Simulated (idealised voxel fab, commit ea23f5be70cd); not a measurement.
process module | voxel transistor to metal
cross-section cut | 300 nm wide | cells 5 nm
A cross-section is a grid of square cells, given in bands from the top down. A band is one or more rows of cells.
Each band's line starts with the height of the band's top and of its bottom, in nm. Then come its materials from left to right, each with its width in nm. One material with "throughout" fills the band from edge to edge. "air" is empty space.
Height 0 is the level under which the wafer as received is all one material. The lowest band goes on downwards, as in "0 down".
A width such as "30 to 40" changes by the same amount from each row of cells to the next, from the band's top row to its bottom row.
"no change" after a step means that no cell of the cross-section changed.
closed voids: empty space of 8 cells or more with no open way to the top, each as width x height at its distance from the left edge, in nm
after a step's settings: what the simulator itself notes on the step
overlay nm, on a step with a mask: how far to the right of its planned place the mask lay; to the left if negative
plan
1 op RECEIVE | material Si
2 op CONFORMAL_DEP | material SiO2 | thk nm 5
3 op CONFORMAL_DEP | material SiN | thk nm 10
4 op DIRECTIONAL_DEP | material aC | thk nm 15
5 op PATTERN | tone cover | mask id ACTIVE | material resist | width nm 120 | pitch nm 140 | thk nm 30 | overlay nm 0
6 op DIRECTIONAL_ETCH | etch materials aC | depth nm 15
7 op STRIP | etch materials resist
8 op DIRECTIONAL_ETCH | etch materials SiN | depth nm 10
9 op DIRECTIONAL_ETCH | etch materials SiO2 | depth nm 5
10 op DIRECTIONAL_ETCH | etch materials Si | depth nm 20
11 op STRIP | etch materials aC
12 op OXIDIZE | depth nm 5
13 op FILL_DEP | material SiO2 | thk nm 10
14 op CMP | height nm 15
15 op SELECTIVE_ETCH | etch materials SiO2 | depth nm 10
16 op STRIP | etch materials SiN
17 op SELECTIVE_ETCH | etch materials SiO2 | depth nm 5
18 op OXIDIZE | depth nm 5
19 op DIRECTIONAL_DEP | material polySi | thk nm 25
20 op DIRECTIONAL_DEP | material SiCN | thk nm 15
21 op PATTERN | tone cover | mask id GATE | material resist | width nm 30 | pitch nm 140 | thk nm 15 | overlay nm 0
22 op DIRECTIONAL_ETCH | etch materials SiCN | depth nm 25
23 op DIRECTIONAL_ETCH | etch materials polySi | depth nm 35
24 op STRIP | etch materials resist
25 op CONFORMAL_DEP | material SiN | thk nm 5
26 op DIRECTIONAL_ETCH | etch materials SiN | depth nm 5
27 op DIRECTIONAL_ETCH | etch materials SiO2 | depth nm 5
28 op DIRECTIONAL_ETCH | etch materials Si | depth nm 5
29 op EPI | material nSi | thk nm 10
30 op FILL_DEP | material SiO2 | thk nm 10
31 op CMP | height nm 25
32 op STRIP | etch materials polySi
33 op SELECTIVE_ETCH | etch materials SiO2 | depth nm 5
34 op CONFORMAL_DEP | material HfO2 | thk nm 5
35 op CONFORMAL_DEP | material TiN | thk nm 5
36 op FILL_DEP | material W | thk nm 10
37 op CMP | height nm 20
38 op DIRECTIONAL_DEP | material SiO2 | thk nm 10
39 op DIRECTIONAL_DEP | material aC | thk nm 10
40 op PATTERN | tone open | mask id CONTACT | material resist | width nm 20 | thk nm 30 | overlay nm 0
41 op DIRECTIONAL_ETCH | etch materials aC | depth nm 10
42 op STRIP | etch materials resist
43 op DIRECTIONAL_ETCH | etch materials SiO2 | depth nm 30
44 op STRIP | etch materials aC
45 op CONFORMAL_DEP | material TiN | thk nm 5
46 op FILL_DEP | material W | thk nm 10
47 op CMP | height nm 30
48 op CONFORMAL_DEP | material SiN | thk nm 5
49 op DIRECTIONAL_DEP | material SiO2 | thk nm 15
50 op PATTERN | tone open | mask id METAL_1 | material resist | width nm 20 | thk nm 15 | overlay nm 0
51 op DIRECTIONAL_ETCH | etch materials SiO2 | depth nm 15
52 op DIRECTIONAL_ETCH | etch materials SiN | depth nm 5
53 op STRIP | etch materials resist
54 op CONFORMAL_DEP | material TiN | thk nm 5
55 op FILL_DEP | material Ru | thk nm 5
56 op CMP | height nm 50
57 op EPI | material Ru | thk nm 5
58 op FILL_DEP | material SiCN | thk nm 5
59 op DIRECTIONAL_DEP | material SiO2 | thk nm 30
60 op DIRECTIONAL_DEP | material aC | thk nm 10
61 op PATTERN | tone open | mask id METAL_2 | material resist | width nm 20 | pitch nm 140 | thk nm 30 | overlay nm 0
62 op DIRECTIONAL_ETCH | etch materials aC | depth nm 10
63 op STRIP | etch materials resist
64 op DIRECTIONAL_ETCH | etch materials SiO2 | depth nm 15
65 op STRIP | etch materials aC
66 op MASKED_ETCH | tone open | mask id METAL_2_HOLES | width nm 15 | pitch nm 140 | etch materials SiO2 | depth nm 15 | overlay nm 0
67 op MASKED_ETCH | tone open | mask id METAL_2_HOLES | width nm 15 | pitch nm 140 | etch materials SiCN | depth nm 5 | overlay nm 0
68 op CONFORMAL_DEP | material TiN | thk nm 5
69 op FILL_DEP | material Cu | thk nm 5
70 op CMP | height nm 90
71 op CONFORMAL_DEP | material SiN | thk nm 5
first wafer, as planned
as received, after step 1
  0 down: Si throughout
  closed voids: none
after step 2
  5 to 0: SiO2 throughout
  below 0: unchanged
after step 3
  15 to 5: SiN throughout
  below 5: unchanged
after step 4
  30 to 15: aC throughout
  below 15: unchanged
after step 5
  60 to 30: air 20 | resist 120 | air 20 | resist 120 | air 20
  below 30: unchanged
after step 6
  45 to 30: air 20 | resist 120 | air 20 | resist 120 | air 20
  30 to 15: air 20 | aC 120 | air 20 | aC 120 | air 20
  below 15: unchanged
after step 7
  30 to 15: air 20 | aC 120 | air 20 | aC 120 | air 20
  below 15: unchanged
after step 8
  30 to 15: air 20 | aC 120 | air 20 | aC 120 | air 20
  15 to 5: air 20 | SiN 120 | air 20 | SiN 120 | air 20
  below 5: unchanged
after step 9
  30 to 15: air 20 | aC 120 | air 20 | aC 120 | air 20
  15 to 5: air 20 | SiN 120 | air 20 | SiN 120 | air 20
  5 to 0: air 20 | SiO2 120 | air 20 | SiO2 120 | air 20
  below 0: unchanged
after step 10
  30 to 15: air 20 | aC 120 | air 20 | aC 120 | air 20
  15 to 5: air 20 | SiN 120 | air 20 | SiN 120 | air 20
  5 to 0: air 20 | SiO2 120 | air 20 | SiO2 120 | air 20
  0 to -20: air 20 | Si 120 | air 20 | Si 120 | air 20
  below -20: unchanged
after step 11
  15 to 5: air 20 | SiN 120 | air 20 | SiN 120 | air 20
  below 5: unchanged
after step 12
  15 to 5: air 20 | SiN 120 | air 20 | SiN 120 | air 20
  5 to 0: air 20 | SiO2 120 | air 20 | SiO2 120 | air 20
  0 to -20: air 20 | SiO2 5 | Si 110 | SiO2 5 | air 20 | SiO2 5 | Si 110 | SiO2 5 | air 20
  -20 to -25: SiO2 25 | Si 110 | SiO2 30 | Si 110 | SiO2 25
  below -25: unchanged
after step 13
  25 to 15: SiO2 throughout
  15 to 5: SiO2 20 | SiN 120 | SiO2 20 | SiN 120 | SiO2 20
  5 to 0: SiO2 throughout
  0 to -25: SiO2 25 | Si 110 | SiO2 30 | Si 110 | SiO2 25
  below -25: unchanged
after step 14
  15 to 5: SiO2 20 | SiN 120 | SiO2 20 | SiN 120 | SiO2 20
  below 5: unchanged
after step 15
  15 to 5: air 20 | SiN 120 | air 20 | SiN 120 | air 20
  below 5: unchanged
after step 16
  5 to 0: SiO2 throughout
  below 0: unchanged
after step 17
  0 to -25: SiO2 25 | Si 110 | SiO2 30 | Si 110 | SiO2 25
  below -25: unchanged
after step 18
  0 to -5: SiO2 throughout
  below -5: unchanged
after step 19
  25 to 0: polySi throughout
  below 0: unchanged
after step 20
  40 to 25: SiCN throughout
  below 25: unchanged
after step 21
  55 to 40: air 65 | resist 30 | air 110 | resist 30 | air 65
  below 40: unchanged
after step 22
  55 to 40: air 65 | resist 30 | air 110 | resist 30 | air 65
  40 to 25: air 65 | SiCN 30 | air 110 | SiCN 30 | air 65
  below 25: unchanged
after step 23
  55 to 40: air 65 | resist 30 | air 110 | resist 30 | air 65
  40 to 25: air 65 | SiCN 30 | air 110 | SiCN 30 | air 65
  25 to 0: air 65 | polySi 30 | air 110 | polySi 30 | air 65
  below 0: unchanged
after step 24
  40 to 25: air 65 | SiCN 30 | air 110 | SiCN 30 | air 65
  below 25: unchanged
after step 25
  45 to 40: air 60 | SiN 40 | air 100 | SiN 40 | air 60
  40 to 25: air 60 | SiN 5 | SiCN 30 | SiN 5 | air 100 | SiN 5 | SiCN 30 | SiN 5 | air 60
  25 to 5: air 60 | SiN 5 | polySi 30 | SiN 5 | air 100 | SiN 5 | polySi 30 | SiN 5 | air 60
  5 to 0: SiN 65 | polySi 30 | SiN 110 | polySi 30 | SiN 65
  below 0: unchanged
after step 26
  40 to 25: air 60 | SiN 5 | SiCN 30 | SiN 5 | air 100 | SiN 5 | SiCN 30 | SiN 5 | air 60
  25 to 0: air 60 | SiN 5 | polySi 30 | SiN 5 | air 100 | SiN 5 | polySi 30 | SiN 5 | air 60
  below 0: unchanged
after step 27
  40 to 25: air 60 | SiN 5 | SiCN 30 | SiN 5 | air 100 | SiN 5 | SiCN 30 | SiN 5 | air 60
  25 to 0: air 60 | SiN 5 | polySi 30 | SiN 5 | air 100 | SiN 5 | polySi 30 | SiN 5 | air 60
  0 to -5: air 60 | SiO2 40 | air 100 | SiO2 40 | air 60
  below -5: unchanged
after step 28
  40 to 25: air 60 | SiN 5 | SiCN 30 | SiN 5 | air 100 | SiN 5 | SiCN 30 | SiN 5 | air 60
  25 to 0: air 60 | SiN 5 | polySi 30 | SiN 5 | air 100 | SiN 5 | polySi 30 | SiN 5 | air 60
  0 to -5: air 60 | SiO2 40 | air 100 | SiO2 40 | air 60
  -5 to -10: SiO2 25 | air 35 | Si 40 | air 35 | SiO2 30 | air 35 | Si 40 | air 35 | SiO2 25
  below -10: unchanged
after step 29
  40 to 25: air 60 | SiN 5 | SiCN 30 | SiN 5 | air 100 | SiN 5 | SiCN 30 | SiN 5 | air 60
  25 to 5: air 60 | SiN 5 | polySi 30 | SiN 5 | air 100 | SiN 5 | polySi 30 | SiN 5 | air 60
  5 to 0: air 50 | nSi 10 | SiN 5 | polySi 30 | SiN 5 | nSi 10 | air 80 | nSi 10 | SiN 5 | polySi 30 | SiN 5 | nSi 10 | air 50
  0 to -5: air 20 | nSi 40 | SiO2 40 | nSi 40 | air 20 | nSi 40 | SiO2 40 | nSi 40 | air 20
  -5 to -10: SiO2 25 | nSi 35 | Si 40 | nSi 35 | SiO2 30 | nSi 35 | Si 40 | nSi 35 | SiO2 25
  below -10: unchanged
after step 30
  50 to 40: SiO2 throughout
  40 to 25: SiO2 60 | SiN 5 | SiCN 30 | SiN 5 | SiO2 100 | SiN 5 | SiCN 30 | SiN 5 | SiO2 60
  25 to 5: SiO2 60 | SiN 5 | polySi 30 | SiN 5 | SiO2 100 | SiN 5 | polySi 30 | SiN 5 | SiO2 60
  5 to 0: SiO2 50 | nSi 10 | SiN 5 | polySi 30 | SiN 5 | nSi 10 | SiO2 80 | nSi 10 | SiN 5 | polySi 30 | SiN 5 | nSi 10 | SiO2 50
  0 to -5: SiO2 20 | nSi 40 | SiO2 40 | nSi 40 | SiO2 20 | nSi 40 | SiO2 40 | nSi 40 | SiO2 20
  below -5: unchanged
after step 31
  25 to 5: SiO2 60 | SiN 5 | polySi 30 | SiN 5 | SiO2 100 | SiN 5 | polySi 30 | SiN 5 | SiO2 60
  below 5: unchanged
after step 32
  25 to 5: SiO2 60 | SiN 5 | air 30 | SiN 5 | SiO2 100 | SiN 5 | air 30 | SiN 5 | SiO2 60
  5 to 0: SiO2 50 | nSi 10 | SiN 5 | air 30 | SiN 5 | nSi 10 | SiO2 80 | nSi 10 | SiN 5 | air 30 | SiN 5 | nSi 10 | SiO2 50
  below 0: unchanged
after step 33
  25 to 20: air 60 | SiN 5 | air 30 | SiN 5 | air 100 | SiN 5 | air 30 | SiN 5 | air 60
  20 to 5: SiO2 60 | SiN 5 | air 30 | SiN 5 | SiO2 100 | SiN 5 | air 30 | SiN 5 | SiO2 60
  5 to 0: SiO2 50 | nSi 10 | SiN 5 | air 30 | SiN 5 | nSi 10 | SiO2 80 | nSi 10 | SiN 5 | air 30 | SiN 5 | nSi 10 | SiO2 50
  0 to -5: SiO2 20 | nSi 40 | air 40 | nSi 40 | SiO2 20 | nSi 40 | air 40 | nSi 40 | SiO2 20
  below -5: unchanged
after step 34
  30 to 25: air 55 | HfO2 15 | air 20 | HfO2 15 | air 90 | HfO2 15 | air 20 | HfO2 15 | air 55
  25 to 20: HfO2 60 | SiN 5 | HfO2 5 | air 20 | HfO2 5 | SiN 5 | HfO2 100 | SiN 5 | HfO2 5 | air 20 | HfO2 5 | SiN 5 | HfO2 60
  20 to 5: SiO2 60 | SiN 5 | HfO2 5 | air 20 | HfO2 5 | SiN 5 | SiO2 100 | SiN 5 | HfO2 5 | air 20 | HfO2 5 | SiN 5 | SiO2 60
  5 to 0: SiO2 50 | nSi 10 | SiN 5 | HfO2 5 | air 20 | HfO2 5 | SiN 5 | nSi 10 | SiO2 80 | nSi 10 | SiN 5 | HfO2 5 | air 20 | HfO2 5 | SiN 5 | nSi 10 | SiO2 50
  0 to -5: SiO2 20 | nSi 40 | HfO2 40 | nSi 40 | SiO2 20 | nSi 40 | HfO2 40 | nSi 40 | SiO2 20
  below -5: unchanged
after step 35
  35 to 30: air 50 | TiN 25 | air 10 | TiN 25 | air 80 | TiN 25 | air 10 | TiN 25 | air 50
  30 to 25: TiN 55 | HfO2 15 | TiN 5 | air 10 | TiN 5 | HfO2 15 | TiN 90 | HfO2 15 | TiN 5 | air 10 | TiN 5 | HfO2 15 | TiN 55
  25 to 20: HfO2 60 | SiN 5 | HfO2 5 | TiN 5 | air 10 | TiN 5 | HfO2 5 | SiN 5 | HfO2 100 | SiN 5 | HfO2 5 | TiN 5 | air 10 | TiN 5 | HfO2 5 | SiN 5 | HfO2 60
  20 to 5: SiO2 60 | SiN 5 | HfO2 5 | TiN 5 | air 10 | TiN 5 | HfO2 5 | SiN 5 | SiO2 100 | SiN 5 | HfO2 5 | TiN 5 | air 10 | TiN 5 | HfO2 5 | SiN 5 | SiO2 60
  5 to 0: SiO2 50 | nSi 10 | SiN 5 | HfO2 5 | TiN 20 | HfO2 5 | SiN 5 | nSi 10 | SiO2 80 | nSi 10 | SiN 5 | HfO2 5 | TiN 20 | HfO2 5 | SiN 5 | nSi 10 | SiO2 50
  below 0: unchanged
after step 36
  45 to 35: W throughout
  35 to 30: W 50 | TiN 25 | W 10 | TiN 25 | W 80 | TiN 25 | W 10 | TiN 25 | W 50
  30 to 25: TiN 55 | HfO2 15 | TiN 5 | W 10 | TiN 5 | HfO2 15 | TiN 90 | HfO2 15 | TiN 5 | W 10 | TiN 5 | HfO2 15 | TiN 55
  25 to 20: HfO2 60 | SiN 5 | HfO2 5 | TiN 5 | W 10 | TiN 5 | HfO2 5 | SiN 5 | HfO2 100 | SiN 5 | HfO2 5 | TiN 5 | W 10 | TiN 5 | HfO2 5 | SiN 5 | HfO2 60
  20 to 5: SiO2 60 | SiN 5 | HfO2 5 | TiN 5 | W 10 | TiN 5 | HfO2 5 | SiN 5 | SiO2 100 | SiN 5 | HfO2 5 | TiN 5 | W 10 | TiN 5 | HfO2 5 | SiN 5 | SiO2 60
  below 5: unchanged
after step 37
  20 to 5: SiO2 60 | SiN 5 | HfO2 5 | TiN 5 | W 10 | TiN 5 | HfO2 5 | SiN 5 | SiO2 100 | SiN 5 | HfO2 5 | TiN 5 | W 10 | TiN 5 | HfO2 5 | SiN 5 | SiO2 60
  below 5: unchanged
after step 38
  30 to 20: SiO2 throughout
  below 20: unchanged
after step 39
  40 to 30: aC throughout
  below 30: unchanged
after step 40
  70 to 40: resist 30 | air 20 | resist 60 | air 20 | resist 40 | air 20 | resist 60 | air 20 | resist 30
  below 40: unchanged
after step 41
  60 to 40: resist 30 | air 20 | resist 60 | air 20 | resist 40 | air 20 | resist 60 | air 20 | resist 30
  40 to 30: aC 30 | air 20 | aC 60 | air 20 | aC 40 | air 20 | aC 60 | air 20 | aC 30
  below 30: unchanged
after step 42
  40 to 30: aC 30 | air 20 | aC 60 | air 20 | aC 40 | air 20 | aC 60 | air 20 | aC 30
  below 30: unchanged
after step 43
  40 to 30: aC 30 | air 20 | aC 60 | air 20 | aC 40 | air 20 | aC 60 | air 20 | aC 30
  30 to 20: SiO2 30 | air 20 | SiO2 60 | air 20 | SiO2 40 | air 20 | SiO2 60 | air 20 | SiO2 30
  20 to 5: SiO2 30 | air 20 | SiO2 10 | SiN 5 | HfO2 5 | TiN 5 | W 10 | TiN 5 | HfO2 5 | SiN 5 | SiO2 10 | air 20 | SiO2 40 | air 20 | SiO2 10 | SiN 5 | HfO2 5 | TiN 5 | W 10 | TiN 5 | HfO2 5 | SiN 5 | SiO2 10 | air 20 | SiO2 30
  5 to 0: SiO2 30 | air 20 | nSi 10 | SiN 5 | HfO2 5 | TiN 20 | HfO2 5 | SiN 5 | nSi 10 | air 20 | SiO2 40 | air 20 | nSi 10 | SiN 5 | HfO2 5 | TiN 20 | HfO2 5 | SiN 5 | nSi 10 | air 20 | SiO2 30
  below 0: unchanged
after step 44
  30 to 20: SiO2 30 | air 20 | SiO2 60 | air 20 | SiO2 40 | air 20 | SiO2 60 | air 20 | SiO2 30
  below 20: unchanged
after step 45
  35 to 30: TiN 35 | air 10 | TiN 70 | air 10 | TiN 50 | air 10 | TiN 70 | air 10 | TiN 35
  30 to 20: SiO2 30 | TiN 5 | air 10 | TiN 5 | SiO2 60 | TiN 5 | air 10 | TiN 5 | SiO2 40 | TiN 5 | air 10 | TiN 5 | SiO2 60 | TiN 5 | air 10 | TiN 5 | SiO2 30
  20 to 5: SiO2 30 | TiN 5 | air 10 | TiN 5 | SiO2 10 | SiN 5 | HfO2 5 | TiN 5 | W 10 | TiN 5 | HfO2 5 | SiN 5 | SiO2 10 | TiN 5 | air 10 | TiN 5 | SiO2 40 | TiN 5 | air 10 | TiN 5 | SiO2 10 | SiN 5 | HfO2 5 | TiN 5 | W 10 | TiN 5 | HfO2 5 | SiN 5 | SiO2 10 | TiN 5 | air 10 | TiN 5 | SiO2 30
  5 to 0: SiO2 30 | TiN 20 | nSi 10 | SiN 5 | HfO2 5 | TiN 20 | HfO2 5 | SiN 5 | nSi 10 | TiN 20 | SiO2 40 | TiN 20 | nSi 10 | SiN 5 | HfO2 5 | TiN 20 | HfO2 5 | SiN 5 | nSi 10 | TiN 20 | SiO2 30
  below 0: unchanged
after step 46
  45 to 35: W throughout
  35 to 30: TiN 35 | W 10 | TiN 70 | W 10 | TiN 50 | W 10 | TiN 70 | W 10 | TiN 35
  30 to 20: SiO2 30 | TiN 5 | W 10 | TiN 5 | SiO2 60 | TiN 5 | W 10 | TiN 5 | SiO2 40 | TiN 5 | W 10 | TiN 5 | SiO2 60 | TiN 5 | W 10 | TiN 5 | SiO2 30
  20 to 5: SiO2 30 | TiN 5 | W 10 | TiN 5 | SiO2 10 | SiN 5 | HfO2 5 | TiN 5 | W 10 | TiN 5 | HfO2 5 | SiN 5 | SiO2 10 | TiN 5 | W 10 | TiN 5 | SiO2 40 | TiN 5 | W 10 | TiN 5 | SiO2 10 | SiN 5 | HfO2 5 | TiN 5 | W 10 | TiN 5 | HfO2 5 | SiN 5 | SiO2 10 | TiN 5 | W 10 | TiN 5 | SiO2 30
  below 5: unchanged
after step 47
  30 to 20: SiO2 30 | TiN 5 | W 10 | TiN 5 | SiO2 60 | TiN 5 | W 10 | TiN 5 | SiO2 40 | TiN 5 | W 10 | TiN 5 | SiO2 60 | TiN 5 | W 10 | TiN 5 | SiO2 30
  below 20: unchanged
after step 48
  35 to 30: SiN throughout
  below 30: unchanged
after step 49
  50 to 35: SiO2 throughout
  below 35: unchanged
after step 50
  65 to 50: resist 30 | air 20 | resist 60 | air 20 | resist 40 | air 20 | resist 60 | air 20 | resist 30
  below 50: unchanged
after step 51
  65 to 50: resist 30 | air 20 | resist 60 | air 20 | resist 40 | air 20 | resist 60 | air 20 | resist 30
  50 to 35: SiO2 30 | air 20 | SiO2 60 | air 20 | SiO2 40 | air 20 | SiO2 60 | air 20 | SiO2 30
  below 35: unchanged
after step 52
  65 to 50: resist 30 | air 20 | resist 60 | air 20 | resist 40 | air 20 | resist 60 | air 20 | resist 30
  50 to 35: SiO2 30 | air 20 | SiO2 60 | air 20 | SiO2 40 | air 20 | SiO2 60 | air 20 | SiO2 30
  35 to 30: SiN 30 | air 20 | SiN 60 | air 20 | SiN 40 | air 20 | SiN 60 | air 20 | SiN 30
  below 30: unchanged
after step 53
  50 to 35: SiO2 30 | air 20 | SiO2 60 | air 20 | SiO2 40 | air 20 | SiO2 60 | air 20 | SiO2 30
  below 35: unchanged
after step 54
  55 to 50: TiN 35 | air 10 | TiN 70 | air 10 | TiN 50 | air 10 | TiN 70 | air 10 | TiN 35
  50 to 35: SiO2 30 | TiN 5 | air 10 | TiN 5 | SiO2 60 | TiN 5 | air 10 | TiN 5 | SiO2 40 | TiN 5 | air 10 | TiN 5 | SiO2 60 | TiN 5 | air 10 | TiN 5 | SiO2 30
  35 to 30: SiN 30 | TiN 20 | SiN 60 | TiN 20 | SiN 40 | TiN 20 | SiN 60 | TiN 20 | SiN 30
  below 30: unchanged
after step 55
  60 to 55: Ru throughout
  55 to 50: TiN 35 | Ru 10 | TiN 70 | Ru 10 | TiN 50 | Ru 10 | TiN 70 | Ru 10 | TiN 35
  50 to 35: SiO2 30 | TiN 5 | Ru 10 | TiN 5 | SiO2 60 | TiN 5 | Ru 10 | TiN 5 | SiO2 40 | TiN 5 | Ru 10 | TiN 5 | SiO2 60 | TiN 5 | Ru 10 | TiN 5 | SiO2 30
  below 35: unchanged
after step 56
  50 to 35: SiO2 30 | TiN 5 | Ru 10 | TiN 5 | SiO2 60 | TiN 5 | Ru 10 | TiN 5 | SiO2 40 | TiN 5 | Ru 10 | TiN 5 | SiO2 60 | TiN 5 | Ru 10 | TiN 5 | SiO2 30
  below 35: unchanged
after step 57
  55 to 50: air 25 | Ru 30 | air 50 | Ru 30 | air 30 | Ru 30 | air 50 | Ru 30 | air 25
  below 50: unchanged
after step 58
  60 to 55: SiCN throughout
  55 to 50: SiCN 25 | Ru 30 | SiCN 50 | Ru 30 | SiCN 30 | Ru 30 | SiCN 50 | Ru 30 | SiCN 25
  below 50: unchanged
after step 59
  90 to 60: SiO2 throughout
  below 60: unchanged
after step 60
  100 to 90: aC throughout
  below 90: unchanged
after step 61
  130 to 100: resist 30 | air 20 | resist 120 | air 20 | resist 110
  below 100: unchanged
after step 62
  120 to 100: resist 30 | air 20 | resist 120 | air 20 | resist 110
  100 to 90: aC 30 | air 20 | aC 120 | air 20 | aC 110
  below 90: unchanged
after step 63
  100 to 90: aC 30 | air 20 | aC 120 | air 20 | aC 110
  below 90: unchanged
after step 64
  100 to 90: aC 30 | air 20 | aC 120 | air 20 | aC 110
  90 to 75: SiO2 30 | air 20 | SiO2 120 | air 20 | SiO2 110
  below 75: unchanged
after step 65
  90 to 75: SiO2 30 | air 20 | SiO2 120 | air 20 | SiO2 110
  below 75: unchanged
after step 66
  90 to 75: SiO2 30 | air 20 | SiO2 120 | air 20 | SiO2 110
  75 to 60: SiO2 30 | air 15 | SiO2 125 | air 15 | SiO2 115
  below 60: unchanged
after step 67
  90 to 75: SiO2 30 | air 20 | SiO2 120 | air 20 | SiO2 110
  75 to 60: SiO2 30 | air 15 | SiO2 125 | air 15 | SiO2 115
  60 to 55: SiCN 30 | air 15 | SiCN 125 | air 15 | SiCN 115
  below 55: unchanged
after step 68
  95 to 90: TiN 35 | air 10 | TiN 130 | air 10 | TiN 115
  90 to 80: SiO2 30 | TiN 5 | air 10 | TiN 5 | SiO2 120 | TiN 5 | air 10 | TiN 5 | SiO2 110
  80 to 75: SiO2 30 | TiN 5 | air 5 | TiN 10 | SiO2 120 | TiN 5 | air 5 | TiN 10 | SiO2 110
  75 to 60: SiO2 30 | TiN 5 | air 5 | TiN 5 | SiO2 125 | TiN 5 | air 5 | TiN 5 | SiO2 115
  60 to 55: SiCN 30 | TiN 15 | SiCN 125 | TiN 15 | SiCN 115
  below 55: unchanged
after step 69
  100 to 95: Cu throughout
  95 to 90: TiN 35 | Cu 10 | TiN 130 | Cu 10 | TiN 115
  90 to 80: SiO2 30 | TiN 5 | Cu 10 | TiN 5 | SiO2 120 | TiN 5 | Cu 10 | TiN 5 | SiO2 110
  80 to 75: SiO2 30 | TiN 5 | Cu 5 | TiN 10 | SiO2 120 | TiN 5 | Cu 5 | TiN 10 | SiO2 110
  75 to 60: SiO2 30 | TiN 5 | Cu 5 | TiN 5 | SiO2 125 | TiN 5 | Cu 5 | TiN 5 | SiO2 115
  below 60: unchanged
after step 70
  90 to 80: SiO2 30 | TiN 5 | Cu 10 | TiN 5 | SiO2 120 | TiN 5 | Cu 10 | TiN 5 | SiO2 110
  below 80: unchanged
after step 71
  95 to 90: SiN throughout
  below 90: unchanged
second wafer: like start, like plan, one mistake. Through step 65 it matches the first wafer
when step 66 should have ended
  90 to 75: SiO2 30 | air 25 | SiO2 115 | air 25 | SiO2 105
  75 to 60: SiO2 40 | air 10 | SiO2 130 | air 10 | SiO2 110
  below 60: unchanged
when step 67 should have ended
  90 to 75: SiO2 30 | air 25 | SiO2 115 | air 25 | SiO2 105
  75 to 60: SiO2 40 | air 10 | SiO2 130 | air 10 | SiO2 110
  60 to 55: SiCN 40 | air 5 | SiCN 135 | air 5 | SiCN 115
  below 55: unchanged
when step 68 should have ended
  95 to 90: TiN 35 | air 15 | TiN 125 | air 15 | TiN 110
  90 to 80: SiO2 30 | TiN 5 | air 15 | TiN 5 | SiO2 115 | TiN 5 | air 15 | TiN 5 | SiO2 105
  80 to 75: SiO2 30 | TiN 25 | SiO2 115 | TiN 25 | SiO2 105
  75 to 60: SiO2 40 | TiN 10 | SiO2 130 | TiN 10 | SiO2 110
  60 to 55: SiCN 40 | TiN 5 | SiCN 135 | TiN 5 | SiCN 115
  below 55: unchanged
when step 69 should have ended
  100 to 95: Cu throughout
  95 to 90: TiN 35 | Cu 15 | TiN 125 | Cu 15 | TiN 110
  90 to 80: SiO2 30 | TiN 5 | Cu 15 | TiN 5 | SiO2 115 | TiN 5 | Cu 15 | TiN 5 | SiO2 105
  below 80: unchanged
when step 70 should have ended
  90 to 80: SiO2 30 | TiN 5 | Cu 15 | TiN 5 | SiO2 115 | TiN 5 | Cu 15 | TiN 5 | SiO2 105
  below 80: unchanged
when step 71 should have ended
  95 to 90: SiN throughout
  below 90: unchanged
what went wrong: step 66 ran as: op MASKED_ETCH | tone open | mask id METAL_2_HOLES | width nm 15 | pitch nm 140 | etch materials SiO2 | depth nm 15 | overlay nm 10
at the end the second wafer has, in cells: 4 fewer of Cu | 4 more of SiCN
